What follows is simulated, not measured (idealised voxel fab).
Module name: voxel self aligned vias (process module)
cross-section cut | 295 nm wide | cells 5 nm
Think of the cross-section as a grid of square cells. We describe it in bands, top to bottom, and each band covers one or more rows of those cells.
Band: top height; bottom height; in nm. Then, left to right: material with width in nm, for each material. "everywhere": a single material spanning edge to edge. "empty": empty space.
Height is counted from the level 0, under which the received wafer is composed throughout of one material. The lowest of the bands is not closed at the bottom but continues downward, in the notation "0 down".
So if you see something like "30 to 40" for the width, read it as the top row of the band sitting at the first number and the bottom row at the second, with every row in between moving by the same amount as the last.
Basically "no modifications" means that step didn't change any cell in the cross-section.
Closed-off voids of 8+ cells (no open route to the top) go in "Enclosed void entries", written width x height at distance from the left edge, in nm.
Anything after a step's settings on that line? It's the simulator's own note about the step.
overlay nm: mask offset rightward from planned place, masked step; negative means leftward offset.
## Set out below are the planned steps of the process
1,RECEIVE: material Si
2,CONFORMAL_DEP: material SiO2, thk nm 15
3,CONFORMAL_DEP: material SiCN, thk nm 5
4,DIRECTIONAL_DEP: material SiO2, thk nm 30
5,PATTERN: tone open, mask id LINES, material resist, width nm 25, pitch nm 60, thk nm 20, overlay nm 0
6,DIRECTIONAL_ETCH: etch materials SiO2, depth nm 30
7,STRIP: etch materials resist
8,CONFORMAL_DEP: material TiN, thk nm 5
9,FILL_DEP: material W, thk nm 10
10,CMP: height nm 50
11,SELECTIVE_ETCH: etch materials W Ru TiN, depth nm 5
12,FILL_DEP: material SiN, thk nm 10
13,CMP: height nm 50
14,DIRECTIONAL_DEP: material SiO2, thk nm 15
15,DIRECTIONAL_DEP: material aC, thk nm 15
16,PATTERN: tone open, mask id VIAS, material resist, width nm 35, pitch nm 60, thk nm 30, overlay nm 0
17,DIRECTIONAL_ETCH: etch materials aC, depth nm 15
18,STRIP: etch materials resist
19,DIRECTIONAL_ETCH: etch materials SiO2, depth nm 15
20,DIRECTIONAL_ETCH: etch materials SiN, depth nm 5
21,STRIP: etch materials aC
22,CONFORMAL_DEP: material TiN, thk nm 5
23,FILL_DEP: material Cu, thk nm 10
24,CMP: height nm 65
25,CONFORMAL_DEP: material SiN, thk nm 5
## Cross-section, incoming material, after step 1
	0 down | Si everywhere
	Enclosed void entries: none
## a wafer at the end: this start, this plan, one mistake
	70 to 65 | SiN everywhere
	65 to 50 | SiO2 70 / TiN 5 / Cu 25 / TiN 5 / SiO2 25 / TiN 5 / Cu 25 / TiN 5 / SiO2 25 / TiN 5 / Cu 25 / TiN 5 / SiO2 70
	50 to 45 | SiN 70 / TiN 35 / SiN 25 / TiN 35 / SiN 25 / TiN 35 / SiN 70
	45 to 40 | TiN 80 / W 15 / TiN 45 / W 15 / TiN 45 / W 15 / TiN 80
	40 to 15 | SiO2 75 / TiN 5 / W 15 / TiN 5 / SiO2 35 / TiN 5 / W 15 / TiN 5 / SiO2 35 / TiN 5 / W 15 / TiN 5 / SiO2 75
	15 to 10 | SiO2 75 / TiN 25 / SiO2 35 / TiN 25 / SiO2 35 / TiN 25 / SiO2 75
	10 to 5 | SiCN everywhere
	5 to 0 | SiO2 everywhere
	0 down | Si everywhere
	Enclosed void entries: none
Which mistake was made when the wafer was run? planned and actual differ for step 2; actual: CONFORMAL_DEP: material SiO2, thk nm 5
